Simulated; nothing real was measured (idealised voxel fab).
Process module heading - voxel plated lines
Section cut is 235 nm wide and gridded with 5 nm square cells.
Throughout this document, each cross-section is represented as a grid of square cells and is presented as a sequence of bands enumerated from the top downward, where a band comprises one or more rows of cells.
Top, bottom (nm), then materials left to right with widths (nm); lone material tagged "throughout" fills the whole band edge to edge; "empty" = empty space.
Heads up on the height convention: 0 is the point under which the incoming wafer is all one material, and the lowest band has no bottom, it just keeps going down, like "top 0, no bottom".
With a width like "30..40", each row of cells in the band differs from the next by the same amount, the top row carrying the first number and the bottom row the second.
For the purposes of this document, the phrase "identical to before" attached to a step denotes that no cell within the cross-section was modified by that step.
Reported under the label "Sealed void inventory" are the empty spaces having no open way to the top and comprising 8 cells or more; the notation for each is width x height at distance, in which the distance is measured from the left edge and all three values are in nm.
That trailing text on a step's line, after the settings, is the simulator's own remark on the step.
overlay nm, on a step with a mask: how far to the right of its planned place the mask lay; to the left if negative
The remainder of this document consists of a sequence of paired cross-sections. Each pair presents the cross-section prior to one process step together with the cross-section following it, the latter being rendered only as deep as the lowest band that underwent change. The intervening step, together with its settings, is stated beneath each pair. Because the pairs may originate from different runs of this module on the same starting wafer, a given pair is to be read as continuing from the preceding pair only where its entry headed "Before the step" so indicates.

[Before the step]
  top 0, no bottom  Si throughout
  Sealed void inventory: none

[Sectional Result]
  top 15, bottom 0  SiO2 throughout
  At heights below 0, the structure remains unaltered.
  Sealed void inventory: none
Which step turns the before cross-section above into the after cross-section? CONFORMAL_DEP [material SiO2] [thk nm 15]

Before the step: The cross-section prior to this step is the one presented after the step of the pair immediately above.

[Sectional Result]
  top 20, bottom 15  TiN throughout
  At heights below 15, the structure remains unaltered.
  Sealed void inventory: none
Which step turns the before cross-section above into the after cross-section? DIRECTIONAL_DEP [material TiN] [thk nm 5]

Before the step: The cross-section prior to this step is the one presented after the step of the pair immediately above.

[Sectional Result]
  top 40, bottom 20  resist (60) / empty (25) / resist (20) / empty (25) / resist (20) / empty (25) / resist (60)
  At heights below 20, the structure remains unaltered.
  Sealed void inventory: none
Which step turns the before cross-section above into the after cross-section? PATTERN [tone open] [mask id LINES] [material resist] [width nm 25] [pitch nm 45] [thk nm 20] [overlay nm 0]

Before the step: The cross-section prior to this step is the one presented after the step of the pair immediately above.

[Sectional Result]
  top 40, bottom 30  resist (60) / empty (25) / resist (20) / empty (25) / resist (20) / empty (25) / resist (60)
  top 30, bottom 20  resist (60) / Ru (25) / resist (20) / Ru (25) / resist (20) / Ru (25) / resist (60)
  At heights below 20, the structure remains unaltered.
  Sealed void inventory: none
Which step turns the before cross-section above into the after cross-section? EPI [material Ru] [thk nm 10]

Before the step: The cross-section prior to this step is the one presented after the step of the pair immediately above.

[Sectional Result]
  top 30, bottom 20  empty (60) / Ru (25) / empty (20) / Ru (25) / empty (20) / Ru (25) / empty (60)
  At heights below 20, the structure remains unaltered.
  Sealed void inventory: none
Which step turns the before cross-section above into the after cross-section? STRIP [etch materials resist]

Before the step: The cross-section prior to this step is the one presented after the step of the pair immediately above.

[Sectional Result]
  top 30, bottom 20  empty (60) / Ru (25) / empty (20) / Ru (25) / empty (20) / Ru (25) / empty (60)
  top 20, bottom 15  empty (60) / TiN (25) / empty (20) / TiN (25) / empty (20) / TiN (25) / empty (60)
  At heights below 15, the structure remains unaltered.
  Sealed void inventory: none
Which step turns the before cross-section above into the after cross-section? DIRECTIONAL_ETCH [etch materials TiN] [depth nm 5]

Before the step: The cross-section prior to this step is the one presented after the step of the pair immediately above.

[Sectional Result]
  top 35, bottom 30  empty (55) / SiO2 (35) / empty (10) / SiO2 (35) / empty (10) / SiO2 (35) / empty (55)
  top 30, bottom 20  empty (55) / SiO2 (5) / Ru (25) / SiO2 (5) / empty (10) / SiO2 (5) / Ru (25) / SiO2 (5) / empty (10) / SiO2 (5) / Ru (25) / SiO2 (5) / empty (55)
  top 20, bottom 15  SiO2 (60) / TiN (25) / SiO2 (20) / TiN (25) / SiO2 (20) / TiN (25) / SiO2 (60)
  At heights below 15, the structure remains unaltered.
  Sealed void inventory: none
Which step turns the before cross-section above into the after cross-section? CONFORMAL_DEP [material SiO2] [thk nm 5]

[Before the step]
  top 0, no bottom  Si throughout
  Sealed void inventory: none

[Sectional Result]
  top 5, bottom 0  TiN throughout
  At heights below 0, the structure remains unaltered.
  Sealed void inventory: none
Which step turns the before cross-section above into the after cross-section? DIRECTIONAL_DEP [material TiN] [thk nm 5]

Before the step: The cross-section prior to this step is the one presented after the step of the pair immediately above.

[Sectional Result]
  top 25, bottom 5  resist (60) / empty (25) / resist (20) / empty (25) / resist (20) / empty (25) / resist (60)
  At heights below 5, the structure remains unaltered.
  Sealed void inventory: none
Which step turns the before cross-section above into the after cross-section? PATTERN [tone open] [mask id LINES] [material resist] [width nm 25] [pitch nm 45] [thk nm 20] [overlay nm 0]

Before the step: The cross-section prior to this step is the one presented after the step of the pair immediately above.

[Sectional Result]
  top 25, bottom 15  resist (60) / empty (25) / resist (20) / empty (25) / resist (20) / empty (25) / resist (60)
  top 15, bottom 5  resist (60) / Ru (25) / resist (20) / Ru (25) / resist (20) / Ru (25) / resist (60)
  At heights below 5, the structure remains unaltered.
  Sealed void inventory: none
Which step turns the before cross-section above into the after cross-section? EPI [material Ru] [thk nm 10]

Before the step: The cross-section prior to this step is the one presented after the step of the pair immediately above.

[Sectional Result]
  top 15, bottom 5  empty (60) / Ru (25) / empty (20) / Ru (25) / empty (20) / Ru (25) / empty (60)
  At heights below 5, the structure remains unaltered.
  Sealed void inventory: none
Which step turns the before cross-section above into the after cross-section? STRIP [etch materials resist]

Before the step: The cross-section prior to this step is the one presented after the step of the pair immediately above.

[Sectional Result]
  top 15, bottom 5  empty (60) / Ru (25) / empty (20) / Ru (25) / empty (20) / Ru (25) / empty (60)
  top 5, bottom 0  empty (60) / TiN (25) / empty (20) / TiN (25) / empty (20) / TiN (25) / empty (60)
  At heights below 0, the structure remains unaltered.
  Sealed void inventory: none
Which step turns the before cross-section above into the after cross-section? DIRECTIONAL_ETCH [etch materials TiN] [depth nm 5]

Before the step: The cross-section prior to this step is the one presented after the step of the pair immediately above.

[Sectional Result]
  top 20, bottom 15  empty (55) / SiO2 (35) / empty (10) / SiO2 (35) / empty (10) / SiO2 (35) / empty (55)
  top 15, bottom 5  empty (55) / SiO2 (5) / Ru (25) / SiO2 (5) / empty (10) / SiO2 (5) / Ru (25) / SiO2 (5) / empty (10) / SiO2 (5) / Ru (25) / SiO2 (5) / empty (55)
  top 5, bottom 0  SiO2 (60) / TiN (25) / SiO2 (20) / TiN (25) / SiO2 (20) / TiN (25) / SiO2 (60)
  At heights below 0, the structure remains unaltered.
  Sealed void inventory: none
Which step turns the before cross-section above into the after cross-section? CONFORMAL_DEP [material SiO2] [thk nm 5]

[Before the step]
  top 40, bottom 30  resist (60) / empty (25) / resist (20) / empty (25) / resist (20) / empty (25) / resist (60)
  top 30, bottom 20  resist (60) / Ru (25) / resist (20) / Ru (25) / resist (20) / Ru (25) / resist (60)
  top 20, bottom 15  TiN throughout
  top 15, bottom 0  SiO2 throughout
  top 0, no bottom  Si throughout
  Sealed void inventory: none

[Sectional Result]
  top 40, bottom 20  resist (60) / Ru (25) / resist (20) / Ru (25) / resist (20) / Ru (25) / resist (60)
  At heights below 20, the structure remains unaltered.
  Sealed void inventory: none
Which step turns the before cross-section above into the after cross-section? EPI [material Ru] [thk nm 10]

Before the step: The cross-section prior to this step is the one presented after the step of the pair immediately above.

[Sectional Result]
  top 40, bottom 20  empty (60) / Ru (25) / empty (20) / Ru (25) / empty (20) / Ru (25) / empty (60)
  At heights below 20, the structure remains unaltered.
  Sealed void inventory: none
Which step turns the before cross-section above into the after cross-section? STRIP [etch materials resist]

Before the step: The cross-section prior to this step is the one presented after the step of the pair immediately above.

[Sectional Result]
  top 40, bottom 20  empty (60) / Ru (25) / empty (20) / Ru (25) / empty (20) / Ru (25) / empty (60)
  top 20, bottom 15  empty (60) / TiN (25) / empty (20) / TiN (25) / empty (20) / TiN (25) / empty (60)
  At heights below 15, the structure remains unaltered.
  Sealed void inventory: none
Which step turns the before cross-section above into the after cross-section? DIRECTIONAL_ETCH [etch materials TiN] [depth nm 5]

Before the step: The cross-section prior to this step is the one presented after the step of the pair immediately above.

[Sectional Result]
  top 45, bottom 40  empty (55) / SiO2 (35) / empty (10) / SiO2 (35) / empty (10) / SiO2 (35) / empty (55)
  top 40, bottom 20  empty (55) / SiO2 (5) / Ru (25) / SiO2 (5) / empty (10) / SiO2 (5) / Ru (25) / SiO2 (5) / empty (10) / SiO2 (5) / Ru (25) / SiO2 (5) / empty (55)
  top 20, bottom 15  SiO2 (60) / TiN (25) / SiO2 (20) / TiN (25) / SiO2 (20) / TiN (25) / SiO2 (60)
  At heights below 15, the structure remains unaltered.
  Sealed void inventory: none
Which step turns the before cross-section above into the after cross-section? CONFORMAL_DEP [material SiO2] [thk nm 5]

[Before the step]
  top 5, bottom 0  TiN throughout
  top 0, no bottom  Si throughout
  Sealed void inventory: none

[Sectional Result]
  top 20, bottom 5  SiO2 throughout
  At heights below 5, the structure remains unaltered.
  Sealed void inventory: none
Which step turns the before cross-section above into the after cross-section? CONFORMAL_DEP [material SiO2] [thk nm 15]

Before the step: The cross-section prior to this step is the one presented after the step of the pair immediately above.

[Sectional Result]
  top 40, bottom 20  resist (60) / empty (25) / resist (20) / empty (25) / resist (20) / empty (25) / resist (60)
  At heights below 20, the structure remains unaltered.
  Sealed void inventory: none
Which step turns the before cross-section above into the after cross-section? PATTERN [tone open] [mask id LINES] [material resist] [width nm 25] [pitch nm 45] [thk nm 20] [overlay nm 0]

Before the step: The cross-section prior to this step is the one presented after the step of the pair immediately above.

[Sectional Result]
  top 20, bottom 5  SiO2 throughout
  At heights below 5, the structure remains unaltered.
  Sealed void inventory: none
Which step turns the before cross-section above into the after cross-section? STRIP [etch materials resist]

Before the step: The cross-section prior to this step is the one presented after the step of the pair immediately above.

[Sectional Result]
  top 25, bottom 5  SiO2 throughout
  At heights below 5, the structure remains unaltered.
  Sealed void inventory: none
Which step turns the before cross-section above into the after cross-section? CONFORMAL_DEP [material SiO2] [thk nm 5]

[Before the step]
  top 0, no bottom  Si throughout
  Sealed void inventory: none

[Sectional Result]
  top 10, bottom 0  SiO2 throughout
  At heights below 0, the structure remains unaltered.
  Sealed void inventory: none
Which step turns the before cross-section above into the after cross-section? CONFORMAL_DEP [material SiO2] [thk nm 10]

Before the step: The cross-section prior to this step is the one presented after the step of the pair immediately above.

[Sectional Result]
  top 15, bottom 10  TiN throughout
  At heights below 10, the structure remains unaltered.
  Sealed void inventory: none
Which step turns the before cross-section above into the after cross-section? DIRECTIONAL_DEP [material TiN] [thk nm 5]

Before the step: The cross-section prior to this step is the one presented after the step of the pair immediately above.

[Sectional Result]
  top 35, bottom 15  resist (60) / empty (25) / resist (20) / empty (25) / resist (20) / empty (25) / resist (60)
  At heights below 15, the structure remains unaltered.
  Sealed void inventory: none
Which step turns the before cross-section above into the after cross-section? PATTERN [tone open] [mask id LINES] [material resist] [width nm 25] [pitch nm 45] [thk nm 20] [overlay nm 0]

Before the step: The cross-section prior to this step is the one presented after the step of the pair immediately above.

[Sectional Result]
  top 35, bottom 25  resist (60) / empty (25) / resist (20) / empty (25) / resist (20) / empty (25) / resist (60)
  top 25, bottom 15  resist (60) / Ru (25) / resist (20) / Ru (25) / resist (20) / Ru (25) / resist (60)
  At heights below 15, the structure remains unaltered.
  Sealed void inventory: none
Which step turns the before cross-section above into the after cross-section? EPI [material Ru] [thk nm 10]

Before the step: The cross-section prior to this step is the one presented after the step of the pair immediately above.

[Sectional Result]
  top 25, bottom 15  empty (60) / Ru (25) / empty (20) / Ru (25) / empty (20) / Ru (25) / empty (60)
  At heights below 15, the structure remains unaltered.
  Sealed void inventory: none
Which step turns the before cross-section above into the after cross-section? STRIP [etch materials resist]

Before the step: The cross-section prior to this step is the one presented after the step of the pair immediately above.

[Sectional Result]
  top 25, bottom 15  empty (60) / Ru (25) / empty (20) / Ru (25) / empty (20) / Ru (25) / empty (60)
  top 15, bottom 10  empty (60) / TiN (25) / empty (20) / TiN (25) / empty (20) / TiN (25) / empty (60)
  At heights below 10, the structure remains unaltered.
  Sealed void inventory: none
Which step turns the before cross-section above into the after cross-section? DIRECTIONAL_ETCH [etch materials TiN] [depth nm 5]

Before the step: The cross-section prior to this step is the one presented after the step of the pair immediately above.

[Sectional Result]
  top 30, bottom 25  empty (55) / SiO2 (35) / empty (10) / SiO2 (35) / empty (10) / SiO2 (35) / empty (55)
  top 25, bottom 15  empty (55) / SiO2 (5) / Ru (25) / SiO2 (5) / empty (10) / SiO2 (5) / Ru (25) / SiO2 (5) / empty (10) / SiO2 (5) / Ru (25) / SiO2 (5) / empty (55)
  top 15, bottom 10  SiO2 (60) / TiN (25) / SiO2 (20) / TiN (25) / SiO2 (20) / TiN (25) / SiO2 (60)
  At heights below 10, the structure remains unaltered.
  Sealed void inventory: none
Which step turns the before cross-section above into the after cross-section? CONFORMAL_DEP [material SiO2] [thk nm 5]

[Before the step]
  top 20, bottom 15  TiN throughout
  top 15, bottom 0  SiO2 throughout
  top 0, no bottom  Si throughout
  Sealed void inventory: none

[Sectional Result]
  top 40, bottom 20  resist (65) / empty (15) / resist (30) / empty (15) / resist (30) / empty (15) / resist (65)
  At heights below 20, the structure remains unaltered.
  Sealed void inventory: none
Which step turns the before cross-section above into the after cross-section? PATTERN [tone open] [mask id LINES] [material resist] [width nm 15] [pitch nm 45] [thk nm 20] [overlay nm 0]

Before the step: The cross-section prior to this step is the one presented after the step of the pair immediately above.

[Sectional Result]
  top 40, bottom 30  resist (65) / empty (15) / resist (30) / empty (15) / resist (30) / empty (15) / resist (65)
  top 30, bottom 20  resist (65) / Ru (15) / resist (30) / Ru (15) / resist (30) / Ru (15) / resist (65)
  At heights below 20, the structure remains unaltered.
  Sealed void inventory: none
Which step turns the before cross-section above into the after cross-section? EPI [material Ru] [thk nm 10]

Before the step: The cross-section prior to this step is the one presented after the step of the pair immediately above.

[Sectional Result]
  top 30, bottom 20  empty (65) / Ru (15) / empty (30) / Ru (15) / empty (30) / Ru (15) / empty (65)
  At heights below 20, the structure remains unaltered.
  Sealed void inventory: none
Which step turns the before cross-section above into the after cross-section? STRIP [etch materials resist]

Before the step: The cross-section prior to this step is the one presented after the step of the pair immediately above.

[Sectional Result]
  top 30, bottom 20  empty (65) / Ru (15) / empty (30) / Ru (15) / empty (30) / Ru (15) / empty (65)
  top 20, bottom 15  empty (65) / TiN (15) / empty (30) / TiN (15) / empty (30) / TiN (15) / empty (65)
  At heights below 15, the structure remains unaltered.
  Sealed void inventory: none
Which step turns the before cross-section above into the after cross-section? DIRECTIONAL_ETCH [etch materials TiN] [depth nm 5]

Before the step: The cross-section prior to this step is the one presented after the step of the pair immediately above.

[Sectional Result]
  top 35, bottom 30  empty (60) / SiO2 (25) / empty (20) / SiO2 (25) / empty (20) / SiO2 (25) / empty (60)
  top 30, bottom 20  empty (60) / SiO2 (5) / Ru (15) / SiO2 (5) / empty (20) / SiO2 (5) / Ru (15) / SiO2 (5) / empty (20) / SiO2 (5) / Ru (15) / SiO2 (5) / empty (60)
  top 20, bottom 15  SiO2 (65) / TiN (15) / SiO2 (30) / TiN (15) / SiO2 (30) / TiN (15) / SiO2 (65)
  At heights below 15, the structure remains unaltered.
  Sealed void inventory: none
Which step turns the before cross-section above into the after cross-section? CONFORMAL_DEP [material SiO2] [thk nm 5]

[Before the step]
  top 20, bottom 15  TiN throughout
  top 15, bottom 0  SiO2 throughout
  top 0, no bottom  Si throughout
  Sealed void inventory: none

[Sectional Result]
  top 40, bottom 20  resist (55) / empty (25) / resist (20) / empty (25) / resist (20) / empty (25) / resist (65)
  At heights below 20, the structure remains unaltered.
  Sealed void inventory: none
Which step turns the before cross-section above into the after cross-section? PATTERN [tone open] [mask id LINES] [material resist] [width nm 25] [pitch nm 45] [thk nm 20] [overlay nm -5]

Before the step: The cross-section prior to this step is the one presented after the step of the pair immediately above.

[Sectional Result]
  top 40, bottom 30  resist (55) / empty (25) / resist (20) / empty (25) / resist (20) / empty (25) / resist (65)
  top 30, bottom 20  resist (55) / Ru (25) / resist (20) / Ru (25) / resist (20) / Ru (25) / resist (65)
  At heights below 20, the structure remains unaltered.
  Sealed void inventory: none
Which step turns the before cross-section above into the after cross-section? EPI [material Ru] [thk nm 10]

Before the step: The cross-section prior to this step is the one presented after the step of the pair immediately above.

[Sectional Result]
  top 30, bottom 20  empty (55) / Ru (25) / empty (20) / Ru (25) / empty (20) / Ru (25) / empty (65)
  At heights below 20, the structure remains unaltered.
  Sealed void inventory: none
Which step turns the before cross-section above into the after cross-section? STRIP [etch materials resist]

Before the step: The cross-section prior to this step is the one presented after the step of the pair immediately above.

[Sectional Result]
  top 30, bottom 20  empty (55) / Ru (25) / empty (20) / Ru (25) / empty (20) / Ru (25) / empty (65)
  top 20, bottom 15  empty (55) / TiN (25) / empty (20) / TiN (25) / empty (20) / TiN (25) / empty (65)
  At heights below 15, the structure remains unaltered.
  Sealed void inventory: none
Which step turns the before cross-section above into the after cross-section? DIRECTIONAL_ETCH [etch materials TiN] [depth nm 5]

Before the step: The cross-section prior to this step is the one presented after the step of the pair immediately above.

[Sectional Result]
  top 35, bottom 30  empty (50) / SiO2 (35) / empty (10) / SiO2 (35) / empty (10) / SiO2 (35) / empty (60)
  top 30, bottom 20  empty (50) / SiO2 (5) / Ru (25) / SiO2 (5) / empty (10) / SiO2 (5) / Ru (25) / SiO2 (5) / empty (10) / SiO2 (5) / Ru (25) / SiO2 (5) / empty (60)
  top 20, bottom 15  SiO2 (55) / TiN (25) / SiO2 (20) / TiN (25) / SiO2 (20) / TiN (25) / SiO2 (65)
  At heights below 15, the structure remains unaltered.
  Sealed void inventory: none
Which step turns the before cross-section above into the after cross-section? CONFORMAL_DEP [material SiO2] [thk nm 5]

[Before the step]
  top 30, bottom 20  empty (60) / Ru (25) / empty (20) / Ru (25) / empty (20) / Ru (25) / empty (60)
  top 20, bottom 15  TiN throughout
  top 15, bottom 0  SiO2 throughout
  top 0, no bottom  Si throughout
  Sealed void inventory: none

[Sectional Result]
  top 25, bottom 20  empty (60) / Ru (25) / empty (20) / Ru (25) / empty (20) / Ru (25) / empty (60)
  At heights below 20, the structure remains unaltered.
  Sealed void inventory: none
Which step turns the before cross-section above into the after cross-section? DIRECTIONAL_ETCH [etch materials Ru] [depth nm 5]

Before the step: The cross-section prior to this step is the one presented after the step of the pair immediately above.

[Sectional Result]
  top 30, bottom 25  empty (55) / SiO2 (35) / empty (10) / SiO2 (35) / empty (10) / SiO2 (35) / empty (55)
  top 25, bottom 20  SiO2 (60) / Ru (25) / SiO2 (20) / Ru (25) / SiO2 (20) / Ru (25) / SiO2 (60)
  At heights below 20, the structure remains unaltered.
  Sealed void inventory: none
Which step turns the before cross-section above into the after cross-section? CONFORMAL_DEP [material SiO2] [thk nm 5]

[Before the step]
  top 20, bottom 15  TiN throughout
  top 15, bottom 0  SiO2 throughout
  top 0, no bottom  Si throughout
  Sealed void inventory: none

[Sectional Result]
  top 40, bottom 20  empty (60) / resist (25) / empty (20) / resist (25) / empty (20) / resist (25) / empty (60)
  At heights below 20, the structure remains unaltered.
  Sealed void inventory: none
Which step turns the before cross-section above into the after cross-section? PATTERN [tone cover] [mask id LINES] [material resist] [width nm 25] [pitch nm 45] [thk nm 20] [overlay nm 0]

Before the step: The cross-section prior to this step is the one presented after the step of the pair immediately above.

[Sectional Result]
  top 40, bottom 30  empty (60) / resist (25) / empty (20) / resist (25) / empty (20) / resist (25) / empty (60)
  top 30, bottom 20  Ru (60) / resist (25) / Ru (20) / resist (25) / Ru (20) / resist (25) / Ru (60)
  At heights below 20, the structure remains unaltered.
  Sealed void inventory: none
Which step turns the before cross-section above into the after cross-section? EPI [material Ru] [thk nm 10]

Before the step: The cross-section prior to this step is the one presented after the step of the pair immediately above.

[Sectional Result]
  top 30, bottom 20  Ru (60) / empty (25) / Ru (20) / empty (25) / Ru (20) / empty (25) / Ru (60)
  At heights below 20, the structure remains unaltered.
  Sealed void inventory: none
Which step turns the before cross-section above into the after cross-section? STRIP [etch materials resist]

Before the step: The cross-section prior to this step is the one presented after the step of the pair immediately above.

[Sectional Result]
  top 30, bottom 20  Ru (60) / empty (25) / Ru (20) / empty (25) / Ru (20) / empty (25) / Ru (60)
  top 20, bottom 15  TiN (60) / empty (25) / TiN (20) / empty (25) / TiN (20) / empty (25) / TiN (60)
  At heights below 15, the structure remains unaltered.
  Sealed void inventory: none
Which step turns the before cross-section above into the after cross-section? DIRECTIONAL_ETCH [etch materials TiN] [depth nm 5]

Before the step: The cross-section prior to this step is the one presented after the step of the pair immediately above.

[Sectional Result]
  top 35, bottom 30  SiO2 (65) / empty (15) / SiO2 (30) / empty (15) / SiO2 (30) / empty (15) / SiO2 (65)
  top 30, bottom 20  Ru (60) / SiO2 (5) / empty (15) / SiO2 (5) / Ru (20) / SiO2 (5) / empty (15) / SiO2 (5) / Ru (20) / SiO2 (5) / empty (15) / SiO2 (5) / Ru (60)
  top 20, bottom 15  TiN (60) / SiO2 (25) / TiN (20) / SiO2 (25) / TiN (20) / SiO2 (25) / TiN (60)
  At heights below 15, the structure remains unaltered.
  Sealed void inventory: none
Which step turns the before cross-section above into the after cross-section? CONFORMAL_DEP [material SiO2] [thk nm 5]
